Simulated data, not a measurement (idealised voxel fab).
The process module that follows is named voxel fin reveal.
Section cut is 245 nm wide and gridded with 5 nm square cells.
If you're reading a cross-section in this doc, picture square cells in a grid; it comes to you as bands, top ones listed first down to the bottom, and a band can be one or more rows of cells.
Heights first: top, then bottom, in nm. Then materials, left to right, each with a width in nm. "full width" on a single material: fills the band edge to edge. "air": empty space.
Heights are reckoned from 0. Under this level, the received wafer is all of one material. The bottommost band is open-ended downward, for example "0 and below".
You'd read "30->40" like this: the band's top row of cells is as wide as the first number, its bottom row is as wide as the second, and going down, every row changes width by the same amount as the row before did.
"remains unaltered" (step): cross-section cells unchanged, all of them.
"Closed void list" means: voids of 8 cells or more that are shut off from the top with no open way through. Written width x height at distance, distance from the left edge, in nm.
Past the settings on a step's line: simulator remark, on that step.
overlay nm, on a step with a mask: how far to the right of its planned place the mask lay; to the left if negative
Pairs follow: section before one process step, section after it down to the lowest changed band, step with settings underneath. Pairs may come from different runs of this module on the same starting wafer; continuity with the pair above only as stated in the "Snapshot before" entry.

### Snapshot before
	0 and below  Si full width
	Closed void list: none

### Cross-Section Thereafter
	10 down to 0  SiN full width
	Rest of section, below 0: as before.
	Closed void list: none
What is the step between the two cross-sections above? CONFORMAL_DEP: material SiN, thk nm 10

Snapshot before: unchanged from the after cross-section in the pair immediately above; refer to that figure.

### Cross-Section Thereafter
	25 down to 10  aC full width
	Rest of section, below 10: as before.
	Closed void list: none
What is the step between the two cross-sections above? DIRECTIONAL_DEP: material aC, thk nm 15

Snapshot before: unchanged from the after cross-section in the pair immediately above; refer to that figure.

### Cross-Section Thereafter
	55 down to 25  air: 90, then resist: 15, then air: 30, then resist: 15, then air: 95
	Rest of section, below 25: as before.
	Closed void list: none
What is the step between the two cross-sections above? PATTERN: tone cover, mask id FINS, material resist, width nm 15, pitch nm 45, thk nm 30, overlay nm 0

Snapshot before: unchanged from the after cross-section in the pair immediately above; refer to that figure.

### Cross-Section Thereafter
	40 down to 25  air: 90, then resist: 15, then air: 30, then resist: 15, then air: 95
	25 down to 10  air: 90, then aC: 15, then air: 30, then aC: 15, then air: 95
	Rest of section, below 10: as before.
	Closed void list: none
What is the step between the two cross-sections above? DIRECTIONAL_ETCH: etch materials aC, depth nm 15

Snapshot before: unchanged from the after cross-section in the pair immediately above; refer to that figure.

### Cross-Section Thereafter
	25 down to 10  air: 90, then aC: 15, then air: 30, then aC: 15, then air: 95
	Rest of section, below 10: as before.
	Closed void list: none
What is the step between the two cross-sections above? STRIP: etch materials resist

Snapshot before: unchanged from the after cross-section in the pair immediately above; refer to that figure.

### Cross-Section Thereafter
	25 down to 10  air: 90, then aC: 15, then air: 30, then aC: 15, then air: 95
	10 down to 0  air: 90, then SiN: 15, then air: 30, then SiN: 15, then air: 95
	Rest of section, below 0: as before.
	Closed void list: none
What is the step between the two cross-sections above? DIRECTIONAL_ETCH: etch materials SiN, depth nm 10

Snapshot before: unchanged from the after cross-section in the pair immediately above; refer to that figure.

### Cross-Section Thereafter
	25 down to 10  air: 90, then aC: 15, then air: 30, then aC: 15, then air: 95
	10 down to 0  air: 90, then SiN: 15, then air: 30, then SiN: 15, then air: 95
	0 down to -30  air: 90, then Si: 15, then air: 30, then Si: 15, then air: 95
	Rest of section, below -30: as before.
	Closed void list: none
What is the step between the two cross-sections above? DIRECTIONAL_ETCH: etch materials Si, depth nm 30

Snapshot before: unchanged from the after cross-section in the pair immediately above; refer to that figure.

### Cross-Section Thereafter
	10 down to 0  air: 90, then SiN: 15, then air: 30, then SiN: 15, then air: 95
	Rest of section, below 0: as before.
	Closed void list: none
What is the step between the two cross-sections above? STRIP: etch materials aC

Snapshot before: unchanged from the after cross-section in the pair immediately above; refer to that figure.

### Cross-Section Thereafter
	20 down to 10  SiO2 full width
	10 down to 0  SiO2: 90, then SiN: 15, then SiO2: 30, then SiN: 15, then SiO2: 95
	0 down to -30  SiO2: 90, then Si: 15, then SiO2: 30, then Si: 15, then SiO2: 95
	Rest of section, below -30: as before.
	Closed void list: none
What is the step between the two cross-sections above? FILL_DEP: material SiO2, thk nm 10

Snapshot before: unchanged from the after cross-section in the pair immediately above; refer to that figure.

### Cross-Section Thereafter
	10 down to 0  SiO2: 90, then SiN: 15, then SiO2: 30, then SiN: 15, then SiO2: 95
	Rest of section, below 0: as before.
	Closed void list: none
What is the step between the two cross-sections above? CMP: height nm 10

Snapshot before: unchanged from the after cross-section in the pair immediately above; refer to that figure.

### Cross-Section Thereafter
	10 down to 0  air: 90, then SiN: 15, then air: 30, then SiN: 15, then air: 95
	0 down to -10  air: 90, then Si: 15, then air: 30, then Si: 15, then air: 95
	Rest of section, below -10: as before.
	Closed void list: none
What is the step between the two cross-sections above? SELECTIVE_ETCH: etch materials SiO2, depth nm 20

Snapshot before: unchanged from the after cross-section in the pair immediately above; refer to that figure.

### Cross-Section Thereafter
	0 down to -10  air: 90, then Si: 15, then air: 30, then Si: 15, then air: 95
	Rest of section, below -10: as before.
	Closed void list: none
What is the step between the two cross-sections above? STRIP: etch materials SiN

Snapshot before: unchanged from the after cross-section in the pair immediately above; refer to that figure.

### Cross-Section Thereafter
	5 down to 0  air: 85, then SiO2: 25, then air: 20, then SiO2: 25, then air: 90
	0 down to -5  air: 85, then SiO2: 5, then Si: 15, then SiO2: 5, then air: 20, then SiO2: 5, then Si: 15, then SiO2: 5, then air: 90
	-5 down to -30  SiO2: 90, then Si: 15, then SiO2: 30, then Si: 15, then SiO2: 95
	Rest of section, below -30: as before.
	Closed void list: none
What is the step between the two cross-sections above? CONFORMAL_DEP: material SiO2, thk nm 5

### Snapshot before
	25 down to 10  air: 90, then aC: 15, then air: 30, then aC: 15, then air: 95
	10 down to 0  air: 90, then SiN: 15, then air: 30, then SiN: 15, then air: 95
	0 down to -30  air: 90, then Si: 15, then air: 30, then Si: 15, then air: 95
	-30 and below  Si full width
	Closed void list: none

### Cross-Section Thereafter
	25 down to 10  air: 90, then aC: 15, then air: 30, then aC: 15, then air: 95
	10 down to 0  air: 90, then SiN: 15, then air: 30, then SiN: 15, then air: 95
	0 down to -60  air: 90, then Si: 15, then air: 30, then Si: 15, then air: 95
	Rest of section, below -60: as before.
	Closed void list: none
What is the step between the two cross-sections above? DIRECTIONAL_ETCH: etch materials Si, depth nm 30

Snapshot before: unchanged from the after cross-section in the pair immediately above; refer to that figure.

### Cross-Section Thereafter
	10 down to 0  air: 90, then SiN: 15, then air: 30, then SiN: 15, then air: 95
	Rest of section, below 0: as before.
	Closed void list: none
What is the step between the two cross-sections above? STRIP: etch materials aC

Snapshot before: unchanged from the after cross-section in the pair immediately above; refer to that figure.

### Cross-Section Thereafter
	20 down to 10  SiO2 full width
	10 down to 0  SiO2: 90, then SiN: 15, then SiO2: 30, then SiN: 15, then SiO2: 95
	0 down to -60  SiO2: 90, then Si: 15, then SiO2: 30, then Si: 15, then SiO2: 95
	Rest of section, below -60: as before.
	Closed void list: none
What is the step between the two cross-sections above? FILL_DEP: material SiO2, thk nm 10

Snapshot before: unchanged from the after cross-section in the pair immediately above; refer to that figure.

### Cross-Section Thereafter
	10 down to 0  SiO2: 90, then SiN: 15, then SiO2: 30, then SiN: 15, then SiO2: 95
	Rest of section, below 0: as before.
	Closed void list: none
What is the step between the two cross-sections above? CMP: height nm 10

Snapshot before: unchanged from the after cross-section in the pair immediately above; refer to that figure.

### Cross-Section Thereafter
	10 down to 0  air: 90, then SiN: 15, then air: 30, then SiN: 15, then air: 95
	0 down to -10  air: 90, then Si: 15, then air: 30, then Si: 15, then air: 95
	Rest of section, below -10: as before.
	Closed void list: none
What is the step between the two cross-sections above? SELECTIVE_ETCH: etch materials SiO2, depth nm 20

Snapshot before: unchanged from the after cross-section in the pair immediately above; refer to that figure.

### Cross-Section Thereafter
	0 down to -10  air: 90, then Si: 15, then air: 30, then Si: 15, then air: 95
	Rest of section, below -10: as before.
	Closed void list: none
What is the step between the two cross-sections above? STRIP: etch materials SiN

Snapshot before: unchanged from the after cross-section in the pair immediately above; refer to that figure.

### Cross-Section Thereafter
	5 down to 0  air: 85, then SiO2: 25, then air: 20, then SiO2: 25, then air: 90
	0 down to -5  air: 85, then SiO2: 5, then Si: 15, then SiO2: 5, then air: 20, then SiO2: 5, then Si: 15, then SiO2: 5, then air: 90
	-5 down to -60  SiO2: 90, then Si: 15, then SiO2: 30, then Si: 15, then SiO2: 95
	Rest of section, below -60: as before.
	Closed void list: none
What is the step between the two cross-sections above? CONFORMAL_DEP: material SiO2, thk nm 5

### Snapshot before
	10 down to 0  SiO2: 90, then SiN: 15, then SiO2: 30, then SiN: 15, then SiO2: 95
	0 down to -30  SiO2: 90, then Si: 15, then SiO2: 30, then Si: 15, then SiO2: 95
	-30 and below  Si full width
	Closed void list: none

### Cross-Section Thereafter
	10 down to 0  SiO2: 90, then air: 15, then SiO2: 30, then air: 15, then SiO2: 95
	Rest of section, below 0: as before.
	Closed void list: none
What is the step between the two cross-sections above? STRIP: etch materials SiN

Snapshot before: unchanged from the after cross-section in the pair immediately above; refer to that figure.

### Cross-Section Thereafter
	0 down to -10  air: 90, then Si: 15, then air: 30, then Si: 15, then air: 95
	-10 down to -20  SiO2: 70, then air: 20, then Si: 15, then air: 30, then Si: 15, then air: 20, then SiO2: 75
	Rest of section, below -20: as before.
	Closed void list: none
What is the step between the two cross-sections above? SELECTIVE_ETCH: etch materials SiO2, depth nm 20

Snapshot before: unchanged from the after cross-section in the pair immediately above; refer to that figure.

### Cross-Section Thereafter
	5 down to 0  air: 85, then SiO2: 25, then air: 20, then SiO2: 25, then air: 90
	0 down to -5  air: 85, then SiO2: 5, then Si: 15, then SiO2: 5, then air: 20, then SiO2: 5, then Si: 15, then SiO2: 5, then air: 90
	-5 down to -15  SiO2: 75, then air: 10, then SiO2: 5, then Si: 15, then SiO2: 5, then air: 20, then SiO2: 5, then Si: 15, then SiO2: 5, then air: 10, then SiO2: 80
	-15 down to -30  SiO2: 90, then Si: 15, then SiO2: 30, then Si: 15, then SiO2: 95
	Rest of section, below -30: as before.
	Closed void list: none
What is the step between the two cross-sections above? CONFORMAL_DEP: material SiO2, thk nm 5

### Snapshot before
	25 down to 10  air: 90, then aC: 15, then air: 30, then aC: 15, then air: 95
	10 down to 0  air: 90, then SiN: 15, then air: 30, then SiN: 15, then air: 95
	0 and below  Si full width
	Closed void list: none

### Cross-Section Thereafter
	25 down to 10  air: 90, then aC: 15, then air: 30, then aC: 15, then air: 95
	10 down to 0  air: 90, then SiN: 15, then air: 30, then SiN: 15, then air: 95
	0 down to -20  air: 90, then Si: 15, then air: 30, then Si: 15, then air: 95
	Rest of section, below -20: as before.
	Closed void list: none
What is the step between the two cross-sections above? DIRECTIONAL_ETCH: etch materials Si, depth nm 20

Snapshot before: unchanged from the after cross-section in the pair immediately above; refer to that figure.

### Cross-Section Thereafter
	10 down to 0  air: 90, then SiN: 15, then air: 30, then SiN: 15, then air: 95
	Rest of section, below 0: as before.
	Closed void list: none
What is the step between the two cross-sections above? STRIP: etch materials aC

Snapshot before: unchanged from the after cross-section in the pair immediately above; refer to that figure.

### Cross-Section Thereafter
	20 down to 10  SiO2 full width
	10 down to 0  SiO2: 90, then SiN: 15, then SiO2: 30, then SiN: 15, then SiO2: 95
	0 down to -20  SiO2: 90, then Si: 15, then SiO2: 30, then Si: 15, then SiO2: 95
	Rest of section, below -20: as before.
	Closed void list: none
What is the step between the two cross-sections above? FILL_DEP: material SiO2, thk nm 10

Snapshot before: unchanged from the after cross-section in the pair immediately above; refer to that figure.

### Cross-Section Thereafter
	10 down to 0  SiO2: 90, then SiN: 15, then SiO2: 30, then SiN: 15, then SiO2: 95
	Rest of section, below 0: as before.
	Closed void list: none
What is the step between the two cross-sections above? CMP: height nm 10

Snapshot before: unchanged from the after cross-section in the pair immediately above; refer to that figure.

### Cross-Section Thereafter
	10 down to 0  air: 90, then SiN: 15, then air: 30, then SiN: 15, then air: 95
	0 down to -10  air: 90, then Si: 15, then air: 30, then Si: 15, then air: 95
	Rest of section, below -10: as before.
	Closed void list: none
What is the step between the two cross-sections above? SELECTIVE_ETCH: etch materials SiO2, depth nm 20

Snapshot before: unchanged from the after cross-section in the pair immediately above; refer to that figure.

### Cross-Section Thereafter
	0 down to -10  air: 90, then Si: 15, then air: 30, then Si: 15, then air: 95
	Rest of section, below -10: as before.
	Closed void list: none
What is the step between the two cross-sections above? STRIP: etch materials SiN

Snapshot before: unchanged from the after cross-section in the pair immediately above; refer to that figure.

### Cross-Section Thereafter
	5 down to 0  air: 85, then SiO2: 25, then air: 20, then SiO2: 25, then air: 90
	0 down to -5  air: 85, then SiO2: 5, then Si: 15, then SiO2: 5, then air: 20, then SiO2: 5, then Si: 15, then SiO2: 5, then air: 90
	-5 down to -20  SiO2: 90, then Si: 15, then SiO2: 30, then Si: 15, then SiO2: 95
	Rest of section, below -20: as before.
	Closed void list: none
What is the step between the two cross-sections above? CONFORMAL_DEP: material SiO2, thk nm 5

### Snapshot before
	25 down to 10  aC full width
	10 down to 0  SiN full width
	0 and below  Si full width
	Closed void list: none

### Cross-Section Thereafter
	55 down to 25  air: 90, then resist: 20, then air: 25, then resist: 20, then air: 90
	Rest of section, below 25: as before.
	Closed void list: none
What is the step between the two cross-sections above? PATTERN: tone cover, mask id FINS, material resist, width nm 20, pitch nm 45, thk nm 30, overlay nm 0

Snapshot before: unchanged from the after cross-section in the pair immediately above; refer to that figure.

### Cross-Section Thereafter
	40 down to 25  air: 90, then resist: 20, then air: 25, then resist: 20, then air: 90
	25 down to 10  air: 90, then aC: 20, then air: 25, then aC: 20, then air: 90
	Rest of section, below 10: as before.
	Closed void list: none
What is the step between the two cross-sections above? DIRECTIONAL_ETCH: etch materials aC, depth nm 15

Snapshot before: unchanged from the after cross-section in the pair immediately above; refer to that figure.

### Cross-Section Thereafter
	25 down to 10  air: 90, then aC: 20, then air: 25, then aC: 20, then air: 90
	Rest of section, below 10: as before.
	Closed void list: none
What is the step between the two cross-sections above? STRIP: etch materials resist

Snapshot before: unchanged from the after cross-section in the pair immediately above; refer to that figure.

### Cross-Section Thereafter
	25 down to 10  air: 90, then aC: 20, then air: 25, then aC: 20, then air: 90
	10 down to 0  air: 90, then SiN: 20, then air: 25, then SiN: 20, then air: 90
	Rest of section, below 0: as before.
	Closed void list: none
What is the step between the two cross-sections above? DIRECTIONAL_ETCH: etch materials SiN, depth nm 10

Snapshot before: unchanged from the after cross-section in the pair immediately above; refer to that figure.

### Cross-Section Thereafter
	25 down to 10  air: 90, then aC: 20, then air: 25, then aC: 20, then air: 90
	10 down to 0  air: 90, then SiN: 20, then air: 25, then SiN: 20, then air: 90
	0 down to -30  air: 90, then Si: 20, then air: 25, then Si: 20, then air: 90
	Rest of section, below -30: as before.
	Closed void list: none
What is the step between the two cross-sections above? DIRECTIONAL_ETCH: etch materials Si, depth nm 30

Snapshot before: unchanged from the after cross-section in the pair immediately above; refer to that figure.

### Cross-Section Thereafter
	10 down to 0  air: 90, then SiN: 20, then air: 25, then SiN: 20, then air: 90
	Rest of section, below 0: as before.
	Closed void list: none
What is the step between the two cross-sections above? STRIP: etch materials aC

Snapshot before: unchanged from the after cross-section in the pair immediately above; refer to that figure.

### Cross-Section Thereafter
	20 down to 10  SiO2 full width
	10 down to 0  SiO2: 90, then SiN: 20, then SiO2: 25, then SiN: 20, then SiO2: 90
	0 down to -30  SiO2: 90, then Si: 20, then SiO2: 25, then Si: 20, then SiO2: 90
	Rest of section, below -30: as before.
	Closed void list: none
What is the step between the two cross-sections above? FILL_DEP: material SiO2, thk nm 10

Snapshot before: unchanged from the after cross-section in the pair immediately above; refer to that figure.

### Cross-Section Thereafter
	10 down to 0  SiO2: 90, then SiN: 20, then SiO2: 25, then SiN: 20, then SiO2: 90
	Rest of section, below 0: as before.
	Closed void list: none
What is the step between the two cross-sections above? CMP: height nm 10

Snapshot before: unchanged from the after cross-section in the pair immediately above; refer to that figure.

### Cross-Section Thereafter
	10 down to 0  air: 90, then SiN: 20, then air: 25, then SiN: 20, then air: 90
	0 down to -10  air: 90, then Si: 20, then air: 25, then Si: 20, then air: 90
	Rest of section, below -10: as before.
	Closed void list: none
What is the step between the two cross-sections above? SELECTIVE_ETCH: etch materials SiO2, depth nm 20

Snapshot before: unchanged from the after cross-section in the pair immediately above; refer to that figure.

### Cross-Section Thereafter
	0 down to -10  air: 90, then Si: 20, then air: 25, then Si: 20, then air: 90
	Rest of section, below -10: as before.
	Closed void list: none
What is the step between the two cross-sections above? STRIP: etch materials SiN

Snapshot before: unchanged from the after cross-section in the pair immediately above; refer to that figure.

### Cross-Section Thereafter
	5 down to 0  air: 85, then SiO2: 30, then air: 15, then SiO2: 30, then air: 85
	0 down to -5  air: 85, then SiO2: 5, then Si: 20, then SiO2: 5, then air: 15, then SiO2: 5, then Si: 20, then SiO2: 5, then air: 85
	-5 down to -30  SiO2: 90, then Si: 20, then SiO2: 25, then Si: 20, then SiO2: 90
	Rest of section, below -30: as before.
	Closed void list: none
What is the step between the two cross-sections above? CONFORMAL_DEP: material SiO2, thk nm 5

### Snapshot before
	25 down to 10  aC full width
	10 down to 0  SiN full width
	0 and below  Si full width
	Closed void list: none

### Cross-Section Thereafter
	55 down to 25  air: 100, then resist: 15, then air: 30, then resist: 15, then air: 85
	Rest of section, below 25: as before.
	Closed void list: none
What is the step between the two cross-sections above? PATTERN: tone cover, mask id FINS, material resist, width nm 15, pitch nm 45, thk nm 30, overlay nm 10

Snapshot before: unchanged from the after cross-section in the pair immediately above; refer to that figure.

### Cross-Section Thereafter
	40 down to 25  air: 100, then resist: 15, then air: 30, then resist: 15, then air: 85
	25 down to 10  air: 100, then aC: 15, then air: 30, then aC: 15, then air: 85
	Rest of section, below 10: as before.
	Closed void list: none
What is the step between the two cross-sections above? DIRECTIONAL_ETCH: etch materials aC, depth nm 15

Snapshot before: unchanged from the after cross-section in the pair immediately above; refer to that figure.

### Cross-Section Thereafter
	25 down to 10  air: 100, then aC: 15, then air: 30, then aC: 15, then air: 85
	Rest of section, below 10: as before.
	Closed void list: none
What is the step between the two cross-sections above? STRIP: etch materials resist

Snapshot before: unchanged from the after cross-section in the pair immediately above; refer to that figure.

### Cross-Section Thereafter
	25 down to 10  air: 100, then aC: 15, then air: 30, then aC: 15, then air: 85
	10 down to 0  air: 100, then SiN: 15, then air: 30, then SiN: 15, then air: 85
	Rest of section, below 0: as before.
	Closed void list: none
What is the step between the two cross-sections above? DIRECTIONAL_ETCH: etch materials SiN, depth nm 10

Snapshot before: unchanged from the after cross-section in the pair immediately above; refer to that figure.

### Cross-Section Thereafter
	25 down to 10  air: 100, then aC: 15, then air: 30, then aC: 15, then air: 85
	10 down to 0  air: 100, then SiN: 15, then air: 30, then SiN: 15, then air: 85
	0 down to -30  air: 100, then Si: 15, then air: 30, then Si: 15, then air: 85
	Rest of section, below -30: as before.
	Closed void list: none
What is the step between the two cross-sections above? DIRECTIONAL_ETCH: etch materials Si, depth nm 30

Snapshot before: unchanged from the after cross-section in the pair immediately above; refer to that figure.

### Cross-Section Thereafter
	10 down to 0  air: 100, then SiN: 15, then air: 30, then SiN: 15, then air: 85
	Rest of section, below 0: as before.
	Closed void list: none
What is the step between the two cross-sections above? STRIP: etch materials aC

Snapshot before: unchanged from the after cross-section in the pair immediately above; refer to that figure.

### Cross-Section Thereafter
	20 down to 10  SiO2 full width
	10 down to 0  SiO2: 100, then SiN: 15, then SiO2: 30, then SiN: 15, then SiO2: 85
	0 down to -30  SiO2: 100, then Si: 15, then SiO2: 30, then Si: 15, then SiO2: 85
	Rest of section, below -30: as before.
	Closed void list: none
What is the step between the two cross-sections above? FILL_DEP: material SiO2, thk nm 10

Snapshot before: unchanged from the after cross-section in the pair immediately above; refer to that figure.

### Cross-Section Thereafter
	10 down to 0  SiO2: 100, then SiN: 15, then SiO2: 30, then SiN: 15, then SiO2: 85
	Rest of section, below 0: as before.
	Closed void list: none
What is the step between the two cross-sections above? CMP: height nm 10

Snapshot before: unchanged from the after cross-section in the pair immediately above; refer to that figure.

### Cross-Section Thereafter
	10 down to 0  air: 100, then SiN: 15, then air: 30, then SiN: 15, then air: 85
	0 down to -10  air: 100, then Si: 15, then air: 30, then Si: 15, then air: 85
	Rest of section, below -10: as before.
	Closed void list: none
What is the step between the two cross-sections above? SELECTIVE_ETCH: etch materials SiO2, depth nm 20

Snapshot before: unchanged from the after cross-section in the pair immediately above; refer to that figure.

### Cross-Section Thereafter
	0 down to -10  air: 100, then Si: 15, then air: 30, then Si: 15, then air: 85
	Rest of section, below -10: as before.
	Closed void list: none
What is the step between the two cross-sections above? STRIP: etch materials SiN

Snapshot before: unchanged from the after cross-section in the pair immediately above; refer to that figure.

### Cross-Section Thereafter
	5 down to 0  air: 95, then SiO2: 25, then air: 20, then SiO2: 25, then air: 80
	0 down to -5  air: 95, then SiO2: 5, then Si: 15, then SiO2: 5, then air: 20, then SiO2: 5, then Si: 15, then SiO2: 5, then air: 80
	-5 down to -30  SiO2: 100, then Si: 15, then SiO2: 30, then Si: 15, then SiO2: 85
	Rest of section, below -30: as before.
	Closed void list: none
What is the step between the two cross-sections above? CONFORMAL_DEP: material SiO2, thk nm 5

### Snapshot before
	0 down to -10  air: 90, then Si: 15, then air: 30, then Si: 15, then air: 95
	-10 down to -30  SiO2: 90, then Si: 15, then SiO2: 30, then Si: 15, then SiO2: 95
	-30 and below  Si full width
	Closed void list: none

### Cross-Section Thereafter
	5 down to 0  air: 85, then SiN: 25, then air: 20, then SiN: 25, then air: 90
	0 down to -5  air: 85, then SiN: 5, then Si: 15, then SiN: 5, then air: 20, then SiN: 5, then Si: 15, then SiN: 5, then air: 90
	-5 down to -10  SiN: 90, then Si: 15, then SiN: 30, then Si: 15, then SiN: 95
	Rest of section, below -10: as before.
	Closed void list: none
What is the step between the two cross-sections above? CONFORMAL_DEP: material SiN, thk nm 5

### Snapshot before
	25 down to 10  aC full width
	10 down to 0  SiN full width
	0 and below  Si full width
	Closed void list: none

### Cross-Section Thereafter
	55 down to 25  resist: 90, then air: 15, then resist: 30, then air: 15, then resist: 95
	Rest of section, below 25: as before.
	Closed void list: none
What is the step between the two cross-sections above? PATTERN: tone open, mask id FINS, material resist, width nm 15, pitch nm 45, thk nm 30, overlay nm 0

Snapshot before: unchanged from the after cross-section in the pair immediately above; refer to that figure.

### Cross-Section Thereafter
	40 down to 25  resist: 90, then air: 15, then resist: 30, then air: 15, then resist: 95
	25 down to 10  aC: 90, then air: 15, then aC: 30, then air: 15, then aC: 95
	Rest of section, below 10: as before.
	Closed void list: none
What is the step between the two cross-sections above? DIRECTIONAL_ETCH: etch materials aC, depth nm 15

Snapshot before: unchanged from the after cross-section in the pair immediately above; refer to that figure.

### Cross-Section Thereafter
	25 down to 10  aC: 90, then air: 15, then aC: 30, then air: 15, then aC: 95
	Rest of section, below 10: as before.
	Closed void list: none
What is the step between the two cross-sections above? STRIP: etch materials resist

Snapshot before: unchanged from the after cross-section in the pair immediately above; refer to that figure.

### Cross-Section Thereafter
	25 down to 10  aC: 90, then air: 15, then aC: 30, then air: 15, then aC: 95
	10 down to 0  SiN: 90, then air: 15, then SiN: 30, then air: 15, then SiN: 95
	Rest of section, below 0: as before.
	Closed void list: none
What is the step between the two cross-sections above? DIRECTIONAL_ETCH: etch materials SiN, depth nm 10

Snapshot before: unchanged from the after cross-section in the pair immediately above; refer to that figure.

### Cross-Section Thereafter
	25 down to 10  aC: 90, then air: 15, then aC: 30, then air: 15, then aC: 95
	10 down to 0  SiN: 90, then air: 15, then SiN: 30, then air: 15, then SiN: 95
	0 down to -30  Si: 90, then air: 15, then Si: 30, then air: 15, then Si: 95
	Rest of section, below -30: as before.
	Closed void list: none
What is the step between the two cross-sections above? DIRECTIONAL_ETCH: etch materials Si, depth nm 30

Snapshot before: unchanged from the after cross-section in the pair immediately above; refer to that figure.

### Cross-Section Thereafter
	10 down to 0  SiN: 90, then air: 15, then SiN: 30, then air: 15, then SiN: 95
	Rest of section, below 0: as before.
	Closed void list: none
What is the step between the two cross-sections above? STRIP: etch materials aC

Snapshot before: unchanged from the after cross-section in the pair immediately above; refer to that figure.

### Cross-Section Thereafter
	20 down to 10  SiO2 full width
	10 down to 0  SiN: 90, then SiO2: 15, then SiN: 30, then SiO2: 15, then SiN: 95
	0 down to -30  Si: 90, then SiO2: 15, then Si: 30, then SiO2: 15, then Si: 95
	Rest of section, below -30: as before.
	Closed void list: none
What is the step between the two cross-sections above? FILL_DEP: material SiO2, thk nm 10

Snapshot before: unchanged from the after cross-section in the pair immediately above; refer to that figure.

### Cross-Section Thereafter
	10 down to 0  SiN: 90, then SiO2: 15, then SiN: 30, then SiO2: 15, then SiN: 95
	Rest of section, below 0: as before.
	Closed void list: none
What is the step between the two cross-sections above? CMP: height nm 10

Snapshot before: unchanged from the after cross-section in the pair immediately above; refer to that figure.

### Cross-Section Thereafter
	10 down to 0  SiN: 90, then air: 15, then SiN: 30, then air: 15, then SiN: 95
	0 down to -10  Si: 90, then air: 15, then Si: 30, then air: 15, then Si: 95
	Rest of section, below -10: as before.
	Closed void list: none
What is the step between the two cross-sections above? SELECTIVE_ETCH: etch materials SiO2, depth nm 20

Snapshot before: unchanged from the after cross-section in the pair immediately above; refer to that figure.

### Cross-Section Thereafter
	0 down to -10  Si: 90, then air: 15, then Si: 30, then air: 15, then Si: 95
	Rest of section, below -10: as before.
	Closed void list: none
What is the step between the two cross-sections above? STRIP: etch materials SiN

Snapshot before: unchanged from the after cross-section in the pair immediately above; refer to that figure.

### Cross-Section Thereafter
	5 down to 0  SiO2: 95, then air: 5, then SiO2: 40, then air: 5, then SiO2: 100
	0 down to -5  Si: 90, then SiO2: 5, then air: 5, then SiO2: 5, then Si: 30, then SiO2: 5, then air: 5, then SiO2: 5, then Si: 95
	-5 down to -30  Si: 90, then SiO2: 15, then Si: 30, then SiO2: 15, then Si: 95
	Rest of section, below -30: as before.
	Closed void list: none
What is the step between the two cross-sections above? CONFORMAL_DEP: material SiO2, thk nm 5
